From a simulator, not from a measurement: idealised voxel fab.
Name of the process module below: voxel self aligned contacts
It is cross-section cut that appears here, measuring 215 nm in width, its square cells being 5 nm in size.
How to read a cross-section here: the picture is a grid of square cells, written as bands going from the top down, and any band can span one or more rows of cells. Per band: top height and bottom height in nm, followed by the left-to-right materials and their widths in nm; "full width" marks a single material spanning edge to edge, "blank" marks empty space. Ref level 0: as-received wafer is one material below here. Bottom band extends down with no lower bound ("0 nm and below"). You'd read "30..40" like this: the band's top row of cells is as wide as the first number, its bottom row is as wide as the second, and going down, every row changes width by the same amount as the row before did. "remains unaltered" for a step: no cell of the cross-section changed in that step. Voids, sealed: empty space of 8 cells or more with no open way to the top, each as width x height at its distance from the left edge, in nm. Anything after a step's settings on that line? It's the simulator's own note about the step. overlay nm: where the mask lay relative to plan, measured to the right, on steps with a mask; negatives go left. Read each pair as before and after one process step. The after cross-section shows only down to the lowest band that changed. The step between them and its settings are given below the pair. Pairs can come from different runs of this module on the same starting wafer. A pair continues from the pair above only where its "Cross-section, before" entry says so.
## Cross-section, before
  55 nm to 45 nm = aC full width
  45 nm to 35 nm = SiO2 20 nm, SiN 40 nm, SiO2 25 nm, SiN 40 nm, SiO2 25 nm, SiN 40 nm, SiO2 25 nm
  35 nm to 20 nm = SiN full width
  20 nm to 0 nm = polySi full width
  0 nm to -5 nm = SiO2 full width
  -5 nm and below = Si full width
  Voids, sealed: none
## Sectional View, Post-Process
  80 nm to 55 nm = resist 50 nm, blank 45 nm, resist 20 nm, blank 45 nm, resist 55 nm
  At heights below 55, the structure remains unaltered.
  Voids, sealed: none
Step sandwiched between the two cross-sections above: op PATTERN | tone open | mask id CONTACT | material resist | width nm 45 | pitch nm 65 | thk nm 25 | overlay nm 0
Cross-section, before: The pre-step condition corresponds to the post-step cross-section depicted in the pair directly above.
## Sectional View, Post-Process
  70 nm to 55 nm = resist 50 nm, blank 45 nm, resist 20 nm, blank 45 nm, resist 55 nm
  55 nm to 45 nm = aC 50 nm, blank 45 nm, aC 20 nm, blank 45 nm, aC 55 nm
  At heights below 45, the structure remains unaltered.
  Voids, sealed: none
Step sandwiched between the two cross-sections above: op DIRECTIONAL_ETCH | etch materials aC | depth nm 10
Cross-section, before: The pre-step condition corresponds to the post-step cross-section depicted in the pair directly above.
## Sectional View, Post-Process
  55 nm to 45 nm = aC 50 nm, blank 45 nm, aC 20 nm, blank 45 nm, aC 55 nm
  At heights below 45, the structure remains unaltered.
  Voids, sealed: none
Step sandwiched between the two cross-sections above: op STRIP | etch materials resist
Cross-section, before: The pre-step condition corresponds to the post-step cross-section depicted in the pair directly above.
## Sectional View, Post-Process
  55 nm to 45 nm = aC 50 nm, blank 45 nm, aC 20 nm, blank 45 nm, aC 55 nm
  45 nm to 35 nm = SiO2 20 nm, SiN 40 nm, blank 25 nm, SiN 40 nm, blank 25 nm, SiN 40 nm, SiO2 25 nm
  At heights below 35, the structure remains unaltered.
  Voids, sealed: none
Step sandwiched between the two cross-sections above: op DIRECTIONAL_ETCH | etch materials SiO2 | depth nm 50
Cross-section, before: The pre-step condition corresponds to the post-step cross-section depicted in the pair directly above.
## Sectional View, Post-Process
  45 nm to 35 nm = SiO2 20 nm, SiN 40 nm, blank 25 nm, SiN 40 nm, blank 25 nm, SiN 40 nm, SiO2 25 nm
  At heights below 35, the structure remains unaltered.
  Voids, sealed: none
Step sandwiched between the two cross-sections above: op STRIP | etch materials aC
Cross-section, before: The pre-step condition corresponds to the post-step cross-section depicted in the pair directly above.
## Sectional View, Post-Process
  50 nm to 45 nm = TiN 65 nm, blank 15 nm, TiN 50 nm, blank 15 nm, TiN 70 nm
  45 nm to 40 nm = SiO2 20 nm, SiN 40 nm, TiN 5 nm, blank 15 nm, TiN 5 nm, SiN 40 nm, TiN 5 nm, blank 15 nm, TiN 5 nm, SiN 40 nm, SiO2 25 nm
  40 nm to 35 nm = SiO2 20 nm, SiN 40 nm, TiN 25 nm, SiN 40 nm, TiN 25 nm, SiN 40 nm, SiO2 25 nm
  At heights below 35, the structure remains unaltered.
  Voids, sealed: none
Step sandwiched between the two cross-sections above: op CONFORMAL_DEP | material TiN | thk nm 5
Cross-section, before: The pre-step condition corresponds to the post-step cross-section depicted in the pair directly above.
## Sectional View, Post-Process
  55 nm to 50 nm = W full width
  50 nm to 45 nm = TiN 65 nm, W 15 nm, TiN 50 nm, W 15 nm, TiN 70 nm
  45 nm to 40 nm = SiO2 20 nm, SiN 40 nm, TiN 5 nm, W 15 nm, TiN 5 nm, SiN 40 nm, TiN 5 nm, W 15 nm, TiN 5 nm, SiN 40 nm, SiO2 25 nm
  At heights below 40, the structure remains unaltered.
  Voids, sealed: none
Step sandwiched between the two cross-sections above: op FILL_DEP | material W | thk nm 5
Cross-section, before: The pre-step condition corresponds to the post-step cross-section depicted in the pair directly above.
## Sectional View, Post-Process
  45 nm to 40 nm = SiO2 20 nm, SiN 40 nm, TiN 5 nm, W 15 nm, TiN 5 nm, SiN 40 nm, TiN 5 nm, W 15 nm, TiN 5 nm, SiN 40 nm, SiO2 25 nm
  At heights below 40, the structure remains unaltered.
  Voids, sealed: none
Step sandwiched between the two cross-sections above: op CMP | height nm 45
Cross-section, before: The pre-step condition corresponds to the post-step cross-section depicted in the pair directly above.
## Sectional View, Post-Process
  50 nm to 45 nm = SiN full width
  At heights below 45, the structure remains unaltered.
  Voids, sealed: none
Step sandwiched between the two cross-sections above: op CONFORMAL_DEP | material SiN | thk nm 5
## Cross-section, before
  0 nm to -5 nm = SiO2 full width
  -5 nm and below = Si full width
  Voids, sealed: none
## Sectional View, Post-Process
  15 nm to 0 nm = SiN full width
  At heights below 0, the structure remains unaltered.
  Voids, sealed: none
Step sandwiched between the two cross-sections above: op DIRECTIONAL_DEP | material SiN | thk nm 15
Cross-section, before: The pre-step condition corresponds to the post-step cross-section depicted in the pair directly above.
## Sectional View, Post-Process
  35 nm to 15 nm = polySi full width
  At heights below 15, the structure remains unaltered.
  Voids, sealed: none
Step sandwiched between the two cross-sections above: op DIRECTIONAL_DEP | material polySi | thk nm 20
Cross-section, before: The pre-step condition corresponds to the post-step cross-section depicted in the pair directly above.
## Sectional View, Post-Process
  50 nm to 35 nm = aC full width
  At heights below 35, the structure remains unaltered.
  Voids, sealed: none
Step sandwiched between the two cross-sections above: op DIRECTIONAL_DEP | material aC | thk nm 15
Cross-section, before: The pre-step condition corresponds to the post-step cross-section depicted in the pair directly above.
## Sectional View, Post-Process
  80 nm to 50 nm = blank 25 nm, resist 30 nm, blank 35 nm, resist 30 nm, blank 35 nm, resist 30 nm, blank 30 nm
  At heights below 50, the structure remains unaltered.
  Voids, sealed: none
Step sandwiched between the two cross-sections above: op PATTERN | tone cover | mask id GATE | material resist | width nm 30 | pitch nm 65 | thk nm 30 | overlay nm 0
Cross-section, before: The pre-step condition corresponds to the post-step cross-section depicted in the pair directly above.
## Sectional View, Post-Process
  65 nm to 50 nm = blank 25 nm, resist 30 nm, blank 35 nm, resist 30 nm, blank 35 nm, resist 30 nm, blank 30 nm
  50 nm to 35 nm = blank 25 nm, aC 30 nm, blank 35 nm, aC 30 nm, blank 35 nm, aC 30 nm, blank 30 nm
  At heights below 35, the structure remains unaltered.
  Voids, sealed: none
Step sandwiched between the two cross-sections above: op DIRECTIONAL_ETCH | etch materials aC | depth nm 15
Cross-section, before: The pre-step condition corresponds to the post-step cross-section depicted in the pair directly above.
## Sectional View, Post-Process
  50 nm to 35 nm = blank 25 nm, aC 30 nm, blank 35 nm, aC 30 nm, blank 35 nm, aC 30 nm, blank 30 nm
  At heights below 35, the structure remains unaltered.
  Voids, sealed: none
Step sandwiched between the two cross-sections above: op STRIP | etch materials resist
Cross-section, before: The pre-step condition corresponds to the post-step cross-section depicted in the pair directly above.
## Sectional View, Post-Process
  50 nm to 35 nm = blank 25 nm, aC 30 nm, blank 35 nm, aC 30 nm, blank 35 nm, aC 30 nm, blank 30 nm
  35 nm to 15 nm = blank 25 nm, polySi 30 nm, blank 35 nm, polySi 30 nm, blank 35 nm, polySi 30 nm, blank 30 nm
  At heights below 15, the structure remains unaltered.
  Voids, sealed: none
Step sandwiched between the two cross-sections above: op DIRECTIONAL_ETCH | etch materials polySi | depth nm 20
Cross-section, before: The pre-step condition corresponds to the post-step cross-section depicted in the pair directly above.
## Sectional View, Post-Process
  35 nm to 15 nm = blank 25 nm, polySi 30 nm, blank 35 nm, polySi 30 nm, blank 35 nm, polySi 30 nm, blank 30 nm
  At heights below 15, the structure remains unaltered.
  Voids, sealed: none
Step sandwiched between the two cross-sections above: op STRIP | etch materials aC
Cross-section, before: The pre-step condition corresponds to the post-step cross-section depicted in the pair directly above.
## Sectional View, Post-Process
  40 nm to 35 nm = blank 20 nm, SiN 40 nm, blank 25 nm, SiN 40 nm, blank 25 nm, SiN 40 nm, blank 25 nm
  35 nm to 20 nm = blank 20 nm, SiN 5 nm, polySi 30 nm, SiN 5 nm, blank 25 nm, SiN 5 nm, polySi 30 nm, SiN 5 nm, blank 25 nm, SiN 5 nm, polySi 30 nm, SiN 5 nm, blank 25 nm
  20 nm to 15 nm = SiN 25 nm, polySi 30 nm, SiN 35 nm, polySi 30 nm, SiN 35 nm, polySi 30 nm, SiN 30 nm
  At heights below 15, the structure remains unaltered.
  Voids, sealed: none
Step sandwiched between the two cross-sections above: op CONFORMAL_DEP | material SiN | thk nm 5
Cross-section, before: The pre-step condition corresponds to the post-step cross-section depicted in the pair directly above.
## Sectional View, Post-Process
  35 nm to 15 nm = blank 20 nm, SiN 5 nm, polySi 30 nm, SiN 5 nm, blank 25 nm, SiN 5 nm, polySi 30 nm, SiN 5 nm, blank 25 nm, SiN 5 nm, polySi 30 nm, SiN 5 nm, blank 25 nm
  At heights below 15, the structure remains unaltered.
  Voids, sealed: none
Step sandwiched between the two cross-sections above: op DIRECTIONAL_ETCH | etch materials SiN | depth nm 5
Cross-section, before: The pre-step condition corresponds to the post-step cross-section depicted in the pair directly above.
## Sectional View, Post-Process
  50 nm to 35 nm = SiO2 full width
  35 nm to 15 nm = SiO2 20 nm, SiN 5 nm, polySi 30 nm, SiN 5 nm, SiO2 25 nm, SiN 5 nm, polySi 30 nm, SiN 5 nm, SiO2 25 nm, SiN 5 nm, polySi 30 nm, SiN 5 nm, SiO2 25 nm
  At heights below 15, the structure remains unaltered.
  Voids, sealed: none
Step sandwiched between the two cross-sections above: op FILL_DEP | material SiO2 | thk nm 15
Cross-section, before: The pre-step condition corresponds to the post-step cross-section depicted in the pair directly above.
## Sectional View, Post-Process
  45 nm to 35 nm = SiO2 full width
  At heights below 35, the structure remains unaltered.
  Voids, sealed: none
Step sandwiched between the two cross-sections above: op CMP | height nm 45
Cross-section, before: The pre-step condition corresponds to the post-step cross-section depicted in the pair directly above.
## Sectional View, Post-Process
  55 nm to 45 nm = aC full width
  At heights below 45, the structure remains unaltered.
  Voids, sealed: none
Step sandwiched between the two cross-sections above: op DIRECTIONAL_DEP | material aC | thk nm 10
Cross-section, before: The pre-step condition corresponds to the post-step cross-section depicted in the pair directly above.
## Sectional View, Post-Process
  80 nm to 55 nm = resist 50 nm, blank 45 nm, resist 20 nm, blank 45 nm, resist 55 nm
  At heights below 55, the structure remains unaltered.
  Voids, sealed: none
Step sandwiched between the two cross-sections above: op PATTERN | tone open | mask id CONTACT | material resist | width nm 45 | pitch nm 65 | thk nm 25 | overlay nm 0
Cross-section, before: The pre-step condition corresponds to the post-step cross-section depicted in the pair directly above.
## Sectional View, Post-Process
  70 nm to 55 nm = resist 50 nm, blank 45 nm, resist 20 nm, blank 45 nm, resist 55 nm
  55 nm to 45 nm = aC 50 nm, blank 45 nm, aC 20 nm, blank 45 nm, aC 55 nm
  At heights below 45, the structure remains unaltered.
  Voids, sealed: none
Step sandwiched between the two cross-sections above: op DIRECTIONAL_ETCH | etch materials aC | depth nm 10
Cross-section, before: The pre-step condition corresponds to the post-step cross-section depicted in the pair directly above.
## Sectional View, Post-Process
  55 nm to 45 nm = aC 50 nm, blank 45 nm, aC 20 nm, blank 45 nm, aC 55 nm
  At heights below 45, the structure remains unaltered.
  Voids, sealed: none
Step sandwiched between the two cross-sections above: op STRIP | etch materials resist
Cross-section, before: The pre-step condition corresponds to the post-step cross-section depicted in the pair directly above.
## Sectional View, Post-Process
  55 nm to 45 nm = aC 50 nm, blank 45 nm, aC 20 nm, blank 45 nm, aC 55 nm
  45 nm to 35 nm = SiO2 50 nm, blank 45 nm, SiO2 20 nm, blank 45 nm, SiO2 55 nm
  35 nm to 15 nm = SiO2 20 nm, SiN 5 nm, polySi 30 nm, SiN 5 nm, blank 25 nm, SiN 5 nm, polySi 30 nm, SiN 5 nm, blank 25 nm, SiN 5 nm, polySi 30 nm, SiN 5 nm, SiO2 25 nm
  At heights below 15, the structure remains unaltered.
  Voids, sealed: none
Step sandwiched between the two cross-sections above: op DIRECTIONAL_ETCH | etch materials SiO2 | depth nm 50
Cross-section, before: The pre-step condition corresponds to the post-step cross-section depicted in the pair directly above.
## Sectional View, Post-Process
  45 nm to 35 nm = SiO2 50 nm, blank 45 nm, SiO2 20 nm, blank 45 nm, SiO2 55 nm
  At heights below 35, the structure remains unaltered.
  Voids, sealed: none
Step sandwiched between the two cross-sections above: op STRIP | etch materials aC
Cross-section, before: The pre-step condition corresponds to the post-step cross-section depicted in the pair directly above.
## Sectional View, Post-Process
  50 nm to 45 nm = TiN 55 nm, blank 35 nm, TiN 30 nm, blank 35 nm, TiN 60 nm
  45 nm to 35 nm = SiO2 50 nm, TiN 5..15 nm, blank 35..15 nm, TiN 5..15 nm, SiO2 20 nm, TiN 5..15 nm, blank 35..15 nm, TiN 5..15 nm, SiO2 55 nm
  35 nm to 20 nm = SiO2 20 nm, SiN 5 nm, polySi 30 nm, SiN 5 nm, TiN 5 nm, blank 15 nm, TiN 5 nm, SiN 5 nm, polySi 30 nm, SiN 5 nm, TiN 5 nm, blank 15 nm, TiN 5 nm, SiN 5 nm, polySi 30 nm, SiN 5 nm, SiO2 25 nm
  20 nm to 15 nm = SiO2 20 nm, SiN 5 nm, polySi 30 nm, SiN 5 nm, TiN 25 nm, SiN 5 nm, polySi 30 nm, SiN 5 nm, TiN 25 nm, SiN 5 nm, polySi 30 nm, SiN 5 nm, SiO2 25 nm
  At heights below 15, the structure remains unaltered.
  Voids, sealed: none
Step sandwiched between the two cross-sections above: op CONFORMAL_DEP | material TiN | thk nm 5
Cross-section, before: The pre-step condition corresponds to the post-step cross-section depicted in the pair directly above.
## Sectional View, Post-Process
  55 nm to 50 nm = W full width
  50 nm to 45 nm = TiN 55 nm, W 35 nm, TiN 30 nm, W 35 nm, TiN 60 nm
  45 nm to 35 nm = SiO2 50 nm, TiN 5..15 nm, W 35..15 nm, TiN 5..15 nm, SiO2 20 nm, TiN 5..15 nm, W 35..15 nm, TiN 5..15 nm, SiO2 55 nm
  35 nm to 20 nm = SiO2 20 nm, SiN 5 nm, polySi 30 nm, SiN 5 nm, TiN 5 nm, W 15 nm, TiN 5 nm, SiN 5 nm, polySi 30 nm, SiN 5 nm, TiN 5 nm, W 15 nm, TiN 5 nm, SiN 5 nm, polySi 30 nm, SiN 5 nm, SiO2 25 nm
  At heights below 20, the structure remains unaltered.
  Voids, sealed: none
Step sandwiched between the two cross-sections above: op FILL_DEP | material W | thk nm 5
Cross-section, before: The pre-step condition corresponds to the post-step cross-section depicted in the pair directly above.
## Sectional View, Post-Process
  45 nm to 35 nm = SiO2 50 nm, TiN 5..15 nm, W 35..15 nm, TiN 5..15 nm, SiO2 20 nm, TiN 5..15 nm, W 35..15 nm, TiN 5..15 nm, SiO2 55 nm
  At heights below 35, the structure remains unaltered.
  Voids, sealed: none
Step sandwiched between the two cross-sections above: op CMP | height nm 45
Cross-section, before: The pre-step condition corresponds to the post-step cross-section depicted in the pair directly above.
## Sectional View, Post-Process
  50 nm to 45 nm = SiN full width
  At heights below 45, the structure remains unaltered.
  Voids, sealed: none
Step sandwiched between the two cross-sections above: op CONFORMAL_DEP | material SiN | thk nm 5
## Cross-section, before
  0 nm to -5 nm = SiO2 full width
  -5 nm and below = Si full width
  Voids, sealed: none
## Sectional View, Post-Process
  15 nm to 0 nm = polySi full width
  At heights below 0, the structure remains unaltered.
  Voids, sealed: none
Step sandwiched between the two cross-sections above: op DIRECTIONAL_DEP | material polySi | thk nm 15
Cross-section, before: The pre-step condition corresponds to the post-step cross-section depicted in the pair directly above.
## Sectional View, Post-Process
  30 nm to 15 nm = SiN full width
  At heights below 15, the structure remains unaltered.
  Voids, sealed: none
Step sandwiched between the two cross-sections above: op DIRECTIONAL_DEP | material SiN | thk nm 15
Cross-section, before: The pre-step condition corresponds to the post-step cross-section depicted in the pair directly above.
## Sectional View, Post-Process
  45 nm to 30 nm = aC full width
  At heights below 30, the structure remains unaltered.
  Voids, sealed: none
Step sandwiched between the two cross-sections above: op DIRECTIONAL_DEP | material aC | thk nm 15
Cross-section, before: The pre-step condition corresponds to the post-step cross-section depicted in the pair directly above.
## Sectional View, Post-Process
  75 nm to 45 nm = blank 25 nm, resist 30 nm, blank 35 nm, resist 30 nm, blank 35 nm, resist 30 nm, blank 30 nm
  At heights below 45, the structure remains unaltered.
  Voids, sealed: none
Step sandwiched between the two cross-sections above: op PATTERN | tone cover | mask id GATE | material resist | width nm 30 | pitch nm 65 | thk nm 30 | overlay nm 0
Cross-section, before: The pre-step condition corresponds to the post-step cross-section depicted in the pair directly above.
## Sectional View, Post-Process
  60 nm to 45 nm = blank 25 nm, resist 30 nm, blank 35 nm, resist 30 nm, blank 35 nm, resist 30 nm, blank 30 nm
  45 nm to 30 nm = blank 25 nm, aC 30 nm, blank 35 nm, aC 30 nm, blank 35 nm, aC 30 nm, blank 30 nm
  At heights below 30, the structure remains unaltered.
  Voids, sealed: none
Step sandwiched between the two cross-sections above: op DIRECTIONAL_ETCH | etch materials aC | depth nm 15
Cross-section, before: The pre-step condition corresponds to the post-step cross-section depicted in the pair directly above.
## Sectional View, Post-Process
  45 nm to 30 nm = blank 25 nm, aC 30 nm, blank 35 nm, aC 30 nm, blank 35 nm, aC 30 nm, blank 30 nm
  At heights below 30, the structure remains unaltered.
  Voids, sealed: none
Step sandwiched between the two cross-sections above: op STRIP | etch materials resist
Cross-section, before: The pre-step condition corresponds to the post-step cross-section depicted in the pair directly above.
## Sectional View, Post-Process
  45 nm to 30 nm = blank 25 nm, aC 30 nm, blank 35 nm, aC 30 nm, blank 35 nm, aC 30 nm, blank 30 nm
  30 nm to 15 nm = blank 25 nm, SiN 30 nm, blank 35 nm, SiN 30 nm, blank 35 nm, SiN 30 nm, blank 30 nm
  At heights below 15, the structure remains unaltered.
  Voids, sealed: none
Step sandwiched between the two cross-sections above: op DIRECTIONAL_ETCH | etch materials SiN | depth nm 15
Cross-section, before: The pre-step condition corresponds to the post-step cross-section depicted in the pair directly above.
## Sectional View, Post-Process
  45 nm to 30 nm = blank 25 nm, aC 30 nm, blank 35 nm, aC 30 nm, blank 35 nm, aC 30 nm, blank 30 nm
  30 nm to 15 nm = blank 25 nm, SiN 30 nm, blank 35 nm, SiN 30 nm, blank 35 nm, SiN 30 nm, blank 30 nm
  15 nm to 0 nm = blank 25 nm, polySi 30 nm, blank 35 nm, polySi 30 nm, blank 35 nm, polySi 30 nm, blank 30 nm
  At heights below 0, the structure remains unaltered.
  Voids, sealed: none
Step sandwiched between the two cross-sections above: op DIRECTIONAL_ETCH | etch materials polySi | depth nm 20
Cross-section, before: The pre-step condition corresponds to the post-step cross-section depicted in the pair directly above.
## Sectional View, Post-Process
  30 nm to 15 nm = blank 25 nm, SiN 30 nm, blank 35 nm, SiN 30 nm, blank 35 nm, SiN 30 nm, blank 30 nm
  At heights below 15, the structure remains unaltered.
  Voids, sealed: none
Step sandwiched between the two cross-sections above: op STRIP | etch materials aC
Cross-section, before: The pre-step condition corresponds to the post-step cross-section depicted in the pair directly above.
## Sectional View, Post-Process
  35 nm to 15 nm = blank 20 nm, SiN 40 nm, blank 25 nm, SiN 40 nm, blank 25 nm, SiN 40 nm, blank 25 nm
  15 nm to 5 nm = blank 20 nm, SiN 5 nm, polySi 30 nm, SiN 5 nm, blank 25 nm, SiN 5 nm, polySi 30 nm, SiN 5 nm, blank 25 nm, SiN 5 nm, polySi 30 nm, SiN 5 nm, blank 25 nm
  5 nm to 0 nm = SiN 25 nm, polySi 30 nm, SiN 35 nm, polySi 30 nm, SiN 35 nm, polySi 30 nm, SiN 30 nm
  At heights below 0, the structure remains unaltered.
  Voids, sealed: none
Step sandwiched between the two cross-sections above: op CONFORMAL_DEP | material SiN | thk nm 5
Cross-section, before: The pre-step condition corresponds to the post-step cross-section depicted in the pair directly above.
## Sectional View, Post-Process
  30 nm to 15 nm = blank 20 nm, SiN 40 nm, blank 25 nm, SiN 40 nm, blank 25 nm, SiN 40 nm, blank 25 nm
  15 nm to 0 nm = blank 20 nm, SiN 5 nm, polySi 30 nm, SiN 5 nm, blank 25 nm, SiN 5 nm, polySi 30 nm, SiN 5 nm, blank 25 nm, SiN 5 nm, polySi 30 nm, SiN 5 nm, blank 25 nm
  At heights below 0, the structure remains unaltered.
  Voids, sealed: none
Step sandwiched between the two cross-sections above: op DIRECTIONAL_ETCH | etch materials SiN | depth nm 5
Cross-section, before: The pre-step condition corresponds to the post-step cross-section depicted in the pair directly above.
## Sectional View, Post-Process
  45 nm to 30 nm = SiO2 full width
  30 nm to 15 nm = SiO2 20 nm, SiN 40 nm, SiO2 25 nm, SiN 40 nm, SiO2 25 nm, SiN 40 nm, SiO2 25 nm
  15 nm to 0 nm = SiO2 20 nm, SiN 5 nm, polySi 30 nm, SiN 5 nm, SiO2 25 nm, SiN 5 nm, polySi 30 nm, SiN 5 nm, SiO2 25 nm, SiN 5 nm, polySi 30 nm, SiN 5 nm, SiO2 25 nm
  At heights below 0, the structure remains unaltered.
  Voids, sealed: none
Step sandwiched between the two cross-sections above: op FILL_DEP | material SiO2 | thk nm 15
Cross-section, before: The pre-step condition corresponds to the post-step cross-section depicted in the pair directly above.
## Sectional View, Post-Process
  55 nm to 45 nm = aC full width
  At heights below 45, the structure remains unaltered.
  Voids, sealed: none
Step sandwiched between the two cross-sections above: op DIRECTIONAL_DEP | material aC | thk nm 10
Cross-section, before: The pre-step condition corresponds to the post-step cross-section depicted in the pair directly above.
## Sectional View, Post-Process
  80 nm to 55 nm = resist 50 nm, blank 45 nm, resist 20 nm, blank 45 nm, resist 55 nm
  At heights below 55, the structure remains unaltered.
  Voids, sealed: none
Step sandwiched between the two cross-sections above: op PATTERN | tone open | mask id CONTACT | material resist | width nm 45 | pitch nm 65 | thk nm 25 | overlay nm 0
Cross-section, before: The pre-step condition corresponds to the post-step cross-section depicted in the pair directly above.
## Sectional View, Post-Process
  70 nm to 55 nm = resist 50 nm, blank 45 nm, resist 20 nm, blank 45 nm, resist 55 nm
  55 nm to 45 nm = aC 50 nm, blank 45 nm, aC 20 nm, blank 45 nm, aC 55 nm
  At heights below 45, the structure remains unaltered.
  Voids, sealed: none
Step sandwiched between the two cross-sections above: op DIRECTIONAL_ETCH | etch materials aC | depth nm 10
Cross-section, before: The pre-step condition corresponds to the post-step cross-section depicted in the pair directly above.
## Sectional View, Post-Process
  55 nm to 45 nm = aC 50 nm, blank 45 nm, aC 20 nm, blank 45 nm, aC 55 nm
  At heights below 45, the structure remains unaltered.
  Voids, sealed: none
Step sandwiched between the two cross-sections above: op STRIP | etch materials resist
Cross-section, before: The pre-step condition corresponds to the post-step cross-section depicted in the pair directly above.
## Sectional View, Post-Process
  55 nm to 45 nm = aC 50 nm, blank 45 nm, aC 20 nm, blank 45 nm, aC 55 nm
  45 nm to 30 nm = SiO2 50 nm, blank 45 nm, SiO2 20 nm, blank 45 nm, SiO2 55 nm
  30 nm to 15 nm = SiO2 20 nm, SiN 40 nm, blank 25 nm, SiN 40 nm, blank 25 nm, SiN 40 nm, SiO2 25 nm
  15 nm to 0 nm = SiO2 20 nm, SiN 5 nm, polySi 30 nm, SiN 5 nm, blank 25 nm, SiN 5 nm, polySi 30 nm, SiN 5 nm, blank 25 nm, SiN 5 nm, polySi 30 nm, SiN 5 nm, SiO2 25 nm
  0 nm to -5 nm = SiO2 60 nm, blank 25 nm, SiO2 40 nm, blank 25 nm, SiO2 65 nm
  At heights below -5, the structure remains unaltered.
  Voids, sealed: none
Step sandwiched between the two cross-sections above: op DIRECTIONAL_ETCH | etch materials SiO2 | depth nm 50
Cross-section, before: The pre-step condition corresponds to the post-step cross-section depicted in the pair directly above.
## Sectional View, Post-Process
  45 nm to 30 nm = SiO2 50 nm, blank 45 nm, SiO2 20 nm, blank 45 nm, SiO2 55 nm
  At heights below 30, the structure remains unaltered.
  Voids, sealed: none
Step sandwiched between the two cross-sections above: op STRIP | etch materials aC
Cross-section, before: The pre-step condition corresponds to the post-step cross-section depicted in the pair directly above.
## Sectional View, Post-Process
  50 nm to 45 nm = TiN 55 nm, blank 35 nm, TiN 30 nm, blank 35 nm, TiN 60 nm
  45 nm to 35 nm = SiO2 50 nm, TiN 5 nm, blank 35 nm, TiN 5 nm, SiO2 20 nm, TiN 5 nm, blank 35 nm, TiN 5 nm, SiO2 55 nm
  35 nm to 30 nm = SiO2 50 nm, TiN 15 nm, blank 15 nm, TiN 15 nm, SiO2 20 nm, TiN 15 nm, blank 15 nm, TiN 15 nm, SiO2 55 nm
  30 nm to 15 nm = SiO2 20 nm, SiN 40 nm, TiN 5 nm, blank 15 nm, TiN 5 nm, SiN 40 nm, TiN 5 nm, blank 15 nm, TiN 5 nm, SiN 40 nm, SiO2 25 nm
  15 nm to 0 nm = SiO2 20 nm, SiN 5 nm, polySi 30 nm, SiN 5 nm, TiN 5 nm, blank 15 nm, TiN 5 nm, SiN 5 nm, polySi 30 nm, SiN 5 nm, TiN 5 nm, blank 15 nm, TiN 5 nm, SiN 5 nm, polySi 30 nm, SiN 5 nm, SiO2 25 nm
  0 nm to -5 nm = SiO2 60 nm, TiN 25 nm, SiO2 40 nm, TiN 25 nm, SiO2 65 nm
  At heights below -5, the structure remains unaltered.
  Voids, sealed: none
Step sandwiched between the two cross-sections above: op CONFORMAL_DEP | material TiN | thk nm 5
Cross-section, before: The pre-step condition corresponds to the post-step cross-section depicted in the pair directly above.
## Sectional View, Post-Process
  55 nm to 50 nm = W full width
  50 nm to 45 nm = TiN 55 nm, W 35 nm, TiN 30 nm, W 35 nm, TiN 60 nm
  45 nm to 35 nm = SiO2 50 nm, TiN 5 nm, W 35 nm, TiN 5 nm, SiO2 20 nm, TiN 5 nm, W 35 nm, TiN 5 nm, SiO2 55 nm
  35 nm to 30 nm = SiO2 50 nm, TiN 15 nm, W 15 nm, TiN 15 nm, SiO2 20 nm, TiN 15 nm, W 15 nm, TiN 15 nm, SiO2 55 nm
  30 nm to 15 nm = SiO2 20 nm, SiN 40 nm, TiN 5 nm, W 15 nm, TiN 5 nm, SiN 40 nm, TiN 5 nm, W 15 nm, TiN 5 nm, SiN 40 nm, SiO2 25 nm
  15 nm to 0 nm = SiO2 20 nm, SiN 5 nm, polySi 30 nm, SiN 5 nm, TiN 5 nm, W 15 nm, TiN 5 nm, SiN 5 nm, polySi 30 nm, SiN 5 nm, TiN 5 nm, W 15 nm, TiN 5 nm, SiN 5 nm, polySi 30 nm, SiN 5 nm, SiO2 25 nm
  At heights below 0, the structure remains unaltered.
  Voids, sealed: none
Step sandwiched between the two cross-sections above: op FILL_DEP | material W | thk nm 5
Cross-section, before: The pre-step condition corresponds to the post-step cross-section depicted in the pair directly above.
## Sectional View, Post-Process
  45 nm to 35 nm = SiO2 50 nm, TiN 5 nm, W 35 nm, TiN 5 nm, SiO2 20 nm, TiN 5 nm, W 35 nm, TiN 5 nm, SiO2 55 nm
  At heights below 35, the structure remains unaltered.
  Voids, sealed: none
Step sandwiched between the two cross-sections above: op CMP | height nm 45
Cross-section, before: The pre-step condition corresponds to the post-step cross-section depicted in the pair directly above.
## Sectional View, Post-Process
  50 nm to 45 nm = SiN full width
  At heights below 45, the structure remains unaltered.
  Voids, sealed: none
Step sandwiched between the two cross-sections above: op CONFORMAL_DEP | material SiN | thk nm 5
## Cross-section, before
  55 nm to 45 nm = aC full width
  45 nm to 35 nm = SiO2 full width
  35 nm to 20 nm = SiO2 20 nm, SiN 40 nm, SiO2 25 nm, SiN 40 nm, SiO2 25 nm, SiN 40 nm, SiO2 25 nm
  20 nm to 0 nm = SiO2 20 nm, SiN 5 nm, polySi 30 nm, SiN 5 nm, SiO2 25 nm, SiN 5 nm, polySi 30 nm, SiN 5 nm, SiO2 25 nm, SiN 5 nm, polySi 30 nm, SiN 5 nm, SiO2 25 nm
  0 nm to -5 nm = SiO2 full width
  -5 nm and below = Si full width
  Voids, sealed: none
## Sectional View, Post-Process
  80 nm to 55 nm = resist 55 nm, blank 40 nm, resist 25 nm, blank 40 nm, resist 55 nm
  At heights below 55, the structure remains unaltered.
  Voids, sealed: none
Step sandwiched between the two cross-sections above: op PATTERN | tone open | mask id CONTACT | material resist | width nm 40 | pitch nm 65 | thk nm 25 | overlay nm 0
Cross-section, before: The pre-step condition corresponds to the post-step cross-section depicted in the pair directly above.
## Sectional View, Post-Process
  70 nm to 55 nm = resist 55 nm, blank 40 nm, resist 25 nm, blank 40 nm, resist 55 nm
  55 nm to 45 nm = aC 55 nm, blank 40 nm, aC 25 nm, blank 40 nm, aC 55 nm
  At heights below 45, the structure remains unaltered.
  Voids, sealed: none
Step sandwiched between the two cross-sections above: op DIRECTIONAL_ETCH | etch materials aC | depth nm 10
Cross-section, before: The pre-step condition corresponds to the post-step cross-section depicted in the pair directly above.
## Sectional View, Post-Process
  55 nm to 45 nm = aC 55 nm, blank 40 nm, aC 25 nm, blank 40 nm, aC 55 nm
  At heights below 45, the structure remains unaltered.
  Voids, sealed: none
Step sandwiched between the two cross-sections above: op STRIP | etch materials resist
